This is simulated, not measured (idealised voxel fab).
Herein follows the process module entitled voxel tone inversion.
We display cut, a cross-section 235 nm in width whose square cells are each 5 nm.
Cross-sections here: square-cell grids, written as top-down lists of bands, a band being one or more rows of cells. Basically the band line says how high the top is and how high the bottom is, in nm, and then what's in it from left to right, every material with its width in nm. Empty space shows up as "empty", and if a single material carries "throughout" it runs the full band edge to edge. For the purposes of this specification, 0 denotes the height below which the wafer in its as-received condition is composed wholly of one material, and the lowermost band, lacking a lower limit, extends downward without end, as expressed in "0 and below". Width: "30 to 40" (first number = top row, second number = bottom row, same change from row to row of cells). The designation "remained unchanged", where it is given for a processing step, indicates that no cell of the cross-section was altered in the course of that step. Basically, "Catalogued sealed voids" tells you about the enclosed voids: empty spaces with no open way to the top, 8 cells or bigger, each written width x height at distance, where distance is from the left edge, all in nm. Note: text after step settings on the step line = simulator remark on that step. overlay nm: right-of-plan distance of the mask on a masked step; negative values mean left-of-plan.
## Process steps (planned)
step 1: RECEIVE | material Si
step 2: CONFORMAL_DEP | material SiCN | thk nm 5
step 3: DIRECTIONAL_DEP | material aC | thk nm 15
step 4: PATTERN | tone cover | mask id POSTS | material resist | width nm 20 | pitch nm 45 | thk nm 25 | overlay nm 0
step 5: DIRECTIONAL_ETCH | etch materials aC | depth nm 15
step 6: STRIP | etch materials resist
step 7: FILL_DEP | material SiO2 | thk nm 5
step 8: CMP | height nm 20
step 9: STRIP | etch materials aC
step 10: CONFORMAL_DEP | material TiN | thk nm 5
step 11: FILL_DEP | material W | thk nm 10
step 12: CMP | height nm 20
step 13: CONFORMAL_DEP | material SiN | thk nm 5
## Delivered wafer in cross-section: state after step 1
0 and below | Si throughout
Catalogued sealed voids: none
## First of two wafers: cross-section at end of module, run per plan
25 down to 20 | SiN throughout
20 down to 10 | SiO2 (85), then TiN (5), then W (10), then TiN (5), then SiO2 (25), then TiN (5), then W (10), then TiN (5), then SiO2 (85)
10 down to 5 | SiO2 (85), then TiN (20), then SiO2 (25), then TiN (20), then SiO2 (85)
5 down to 0 | SiCN throughout
0 and below | Si throughout
Catalogued sealed voids: none
## This is the second of the two wafers, cross-sectioned at the end of the module; it started exactly like the first and was given the same plan, but it was run with one mistake
25 down to 20 | SiN throughout
20 down to 10 | W (80), then TiN (5), then SiO2 (20), then TiN (5), then W (15), then TiN (5), then SiO2 (20), then TiN (5), then W (80)
10 down to 5 | TiN (85), then SiO2 (20), then TiN (25), then SiO2 (20), then TiN (85)
5 down to 0 | SiCN throughout
0 and below | Si throughout
Catalogued sealed voids: none
Run error: heads up, step 4 didn't go per plan, it actually ran as PATTERN | tone open | mask id POSTS | material resist | width nm 20 | pitch nm 45 | thk nm 25 | overlay nm 0
Final comparison by cell count, materials where the second wafer has more or fewer than the first: -93 SiO2; +31 TiN; +62 W
